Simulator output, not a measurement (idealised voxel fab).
process module | voxel lift off
cross-section cut | 180 nm wide | cells 5 nm
A cross-section is a grid of square cells, given in bands from the top down. A band is one or more rows of cells.
Each band's line starts with the height of the band's top and of its bottom, in nm. Then come its materials from left to right, each with its width in nm. One material with "throughout" fills the band from edge to edge. "air" is empty space.
Height 0 is the level under which the wafer as received is all one material. The lowest band goes on downwards, as in "0 down".
A width such as "30 to 40" changes by the same amount from each row of cells to the next, from the band's top row to its bottom row.
"no change" after a step means that no cell of the cross-section changed.
closed voids: empty space of 8 cells or more with no open way to the top, each as width x height at its distance from the left edge, in nm
after a step's settings: what the simulator itself notes on the step
overlay nm, on a step with a mask: how far to the right of its planned place the mask lay; to the left if negative
plan
1 op RECEIVE | material Si
2 op CONFORMAL_DEP | material SiN | thk nm 5
3 op PATTERN | tone open | mask id LINES | material resist | width nm 30 | pitch nm 45 | thk nm 20 | overlay nm 0
4 op DIRECTIONAL_DEP | material Ru | thk nm 10
5 op STRIP | etch materials resist
6 op CONFORMAL_DEP | material SiCN | thk nm 5
as received, after step 1
  0 down: Si throughout
  closed voids: none
a wafer at the end: this start, this plan, one mistake
  15 to 5: air 30 | Ru 30 | air 15 | Ru 30 | air 15 | Ru 30 | air 30
  5 to 0: SiN throughout
  0 down: Si throughout
  closed voids: none
what went wrong: step 6 was left out
